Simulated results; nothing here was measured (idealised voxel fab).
Process module name: voxel double patterning
This is section cut - it's 155 nm across, gridded in 5 nm square cells.
Cross-section, as written here: a square-cell grid given band by band from the top down, where a band holds one or more rows of cells. The band entry comprises the height of the band's top followed by the height of its bottom, expressed in nm, and subsequently the band's materials from left to right, each stated together with its width in nm. Where a single material is marked with the word "throughout", that material fills the band from edge to edge. The word "air" represents empty space. We count height from 0. Below that, the starting wafer is all one material. The lowest band never ends at the bottom but goes on down; see "0 and below" for how that is written. Width spec "30..40" -> top row of cells at first value, bottom row at second value, equal per-row change in between. Take "all unchanged" at face value: in the step it is given for, the cross-section changed in none of its cells. "Enclosed void listing" enumerates empty spaces isolated from the top, with no open way to it, that contain at least 8 cells, giving each as width x height at distance from the left edge, all three in nm. If you see something after the settings on a step's line, that's the simulator's own remark about that step. overlay nm: mask offset rightward from planned place, masked step; negative means leftward offset.

# Intended process steps
1,op RECEIVE | material Si
2,op CONFORMAL_DEP | material SiO2 | thk nm 10
3,op DIRECTIONAL_DEP | material polySi | thk nm 15
4,op DIRECTIONAL_DEP | material SiCN | thk nm 10
5,op MASKED_ETCH | tone open | mask id FIRST | width nm 15 | pitch nm 50 | etch materials SiCN | depth nm 10 | overlay nm 0
6,op MASKED_ETCH | tone open | mask id SECOND | width nm 15 | pitch nm 50 | etch materials SiCN | depth nm 10 | overlay nm 0
7,op DIRECTIONAL_ETCH | etch materials polySi | depth nm 15
8,op STRIP | etch materials SiCN

# Delivered wafer in cross-section: state after step 1
    0 and below | Si throughout
    Enclosed void listing: none

# End state of the module in cross-section, given the above starting point and plan and one mistake in execution
    30 down to 15 | polySi 20 nm, air 15 nm, polySi 10 nm, air 15 nm, polySi 10 nm, air 15 nm, polySi 10 nm, air 15 nm, polySi 10 nm, air 15 nm, polySi 20 nm
    15 down to 0 | SiO2 throughout
    0 and below | Si throughout
    Enclosed void listing: none
Heads up, the wafer didn't run the way we planned it: contrary to plan, step 2 was performed as op CONFORMAL_DEP | material SiO2 | thk nm 15
